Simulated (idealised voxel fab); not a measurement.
process module | voxel local oxidation
cross-section cut | 290 nm wide | cells 5 nm
A cross-section is a grid of square cells, given in bands from the top down. A band is one or more rows of cells.
Each band's line starts with the height of the band's top and of its bottom, in nm. Then come its materials from left to right, each with its width in nm. One material with "throughout" fills the band from edge to edge. "air" is empty space.
Height 0 is the level under which the wafer as received is all one material. The lowest band goes on downwards, as in "0 down".
A width such as "30 to 40" changes by the same amount from each row of cells to the next, from the band's top row to its bottom row.
"no change" after a step means that no cell of the cross-section changed.
closed voids: empty space of 8 cells or more with no open way to the top, each as width x height at its distance from the left edge, in nm
after a step's settings: what the simulator itself notes on the step
overlay nm, on a step with a mask: how far to the right of its planned place the mask lay; to the left if negative
plan
1 op RECEIVE | material Si
2 op CONFORMAL_DEP | material SiO2 | thk nm 5
3 op CONFORMAL_DEP | material SiN | thk nm 10
4 op MASKED_ETCH | tone cover | mask id ACTIVE | width nm 90 | pitch nm 140 | etch materials SiN | depth nm 10 | overlay nm 0
5 op SELECTIVE_ETCH | etch materials SiO2 | depth nm 5
6 op OXIDIZE | depth nm 15
7 op STRIP | etch materials SiN
varied across the wafers: width nm of step 4. The plan shows the first wafer's value. All wafers start alike
first wafer as received, after step 1
  0 down: Si throughout
  closed voids: none
each wafer at the end: cells of each material gained (+) or lost (-) since it was received, then its closed voids
width nm 90 | -114 Si | +146 SiO2 | closed voids: none
width nm 95 | -108 Si | +142 SiO2 | closed voids: none
width nm 100 | -102 Si | +138 SiO2 | closed voids: none
width nm 105 | -96 Si | +134 SiO2 | closed voids: none
width nm 110 | -90 Si | +130 SiO2 | closed voids: none
width nm 115 | -84 Si | +126 SiO2 | closed voids: none
